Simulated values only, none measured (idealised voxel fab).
The following is a process module called voxel plated lines.
The cross-section on display is named cut; it measures 215 nm wide, and its cells are 5 nm squares.
Format of a cross-section: grid, square cells. Given as bands. Order: top down. Band: one or more rows of cells.
Within each band entry, the heights of the top and of the bottom of the band appear first, in that order and in nm; the materials of the band then follow from left to right, each with its corresponding width in nm. The designation "throughout" on a single material indicates that it fills the band from edge to edge; the designation "blank" indicates empty space.
Convention: height 0 is the level below which the wafer, as received, is all one material. The lowest band does not terminate at the bottom but continues downward, represented as "0 down".
Per-row width for "30 to 40": begins at first number (top row of band), ends at second number (bottom row), increment between rows held constant.
You'll sometimes find "everything unchanged" written for a step, and that's the way of saying that nowhere in the cross-section did a cell change during that step.
For the entry "Enclosed voids", the listed items are empty spaces with no open way to the top whose size is 8 cells or more; each item follows the pattern width x height at distance, where distance is from the left edge and all three are in nm.
It should be noted that, on the line of a given step, the content following the step's settings is a remark produced by the simulator itself with respect to that step.
"overlay nm" on a masked step: distance the mask lay right of its planned place, negative for left.
THESE ARE THE STEPS WE PLANNED FOR THE PROCESS
1,RECEIVE with material Si
2,CONFORMAL_DEP with material SiO2, thk nm 15
3,DIRECTIONAL_DEP with material TiN, thk nm 5
4,PATTERN with tone open, mask id LINES, material resist, width nm 20, pitch nm 40, thk nm 40, overlay nm 0
5,EPI with material Ru, thk nm 10
6,EPI with material Ru, thk nm 5
7,EPI with material Ru, thk nm 5
8,STRIP with etch materials resist
9,DIRECTIONAL_ETCH with etch materials TiN, depth nm 5
10,CONFORMAL_DEP with material SiN, thk nm 10
HERE'S WHAT THE WAFER LOOKED LIKE IN CROSS-SECTION WHEN IT ARRIVED - THAT'S AFTER STEP 1
    0 down = Si throughout
    Enclosed voids: none
STARTING WAFER: ABOVE. PLAN: ABOVE. RUN: ONE MISTAKE. CROSS-SECTION AFTER THE MODULE: BELOW
    35 to 25 = blank 45 / SiN 120 / blank 50
    25 to 10 = blank 45 / SiN 10 / Ru 20 / SiN 20 / Ru 20 / SiN 20 / Ru 20 / SiN 10 / blank 50
    10 to 5 = SiN 55 / Ru 20 / SiN 20 / Ru 20 / SiN 20 / Ru 20 / SiN 60
    5 to 0 = SiN 55 / TiN 20 / SiN 20 / TiN 20 / SiN 20 / TiN 20 / SiN 60
    0 down = Si throughout
    Enclosed voids: none
Want to know what went wrong? step 2 of the plan was excluded from execution and never run
